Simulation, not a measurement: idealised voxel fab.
process module | voxel trench capacitor
cross-section cut | 270 nm wide | cells 5 nm
A cross-section is a grid of square cells, given in bands from the top down. A band is one or more rows of cells.
Each band's line starts with the height of the band's top and of its bottom, in nm. Then come its materials from left to right, each with its width in nm. One material with "throughout" fills the band from edge to edge. "air" is empty space.
Height 0 is the level under which the wafer as received is all one material. The lowest band goes on downwards, as in "0 down".
A width such as "30 to 40" changes by the same amount from each row of cells to the next, from the band's top row to its bottom row.
"no change" after a step means that no cell of the cross-section changed.
closed voids: empty space of 8 cells or more with no open way to the top, each as width x height at its distance from the left edge, in nm
after a step's settings: what the simulator itself notes on the step
overlay nm, on a step with a mask: how far to the right of its planned place the mask lay; to the left if negative
plan
1 op RECEIVE | material Si
2 op CONFORMAL_DEP | material SiN | thk nm 10
3 op MASKED_ETCH | tone open | mask id TRENCH | width nm 30 | pitch nm 60 | etch materials SiN | depth nm 10 | overlay nm 0
4 op MASKED_ETCH | tone open | mask id TRENCH | width nm 30 | pitch nm 60 | etch materials Si | depth nm 40 | overlay nm -15
5 op CONFORMAL_DEP | material Al2O3 | thk nm 5
6 op CONFORMAL_DEP | material TiN | thk nm 5
7 op FILL_DEP | material W | thk nm 5
8 op CMP | height nm 10
varied across the wafers: overlay nm of step 4. The plan shows the first wafer's value. All wafers start alike
first wafer as received, after step 1
  0 down: Si throughout
  closed voids: none
each wafer at the end: cells of each material gained (+) or lost (-) since it was received, then its closed voids
overlay nm -15 | +72 Al2O3 | -72 Si | +72 SiN | +36 TiN | closed voids: none
overlay nm -10 | +72 Al2O3 | -96 Si | +72 SiN | +60 TiN | closed voids: none
overlay nm -5 | +72 Al2O3 | -120 Si | +72 SiN | +60 TiN | +24 W | closed voids: none
overlay nm 0 | +72 Al2O3 | -144 Si | +72 SiN | +60 TiN | +48 W | closed voids: none
overlay nm 5 | +72 Al2O3 | -120 Si | +72 SiN | +60 TiN | +24 W | closed voids: none
overlay nm 10 | +72 Al2O3 | -96 Si | +72 SiN | +60 TiN | closed voids: none
overlay nm 15 | +72 Al2O3 | -72 Si | +72 SiN | +36 TiN | closed voids: none
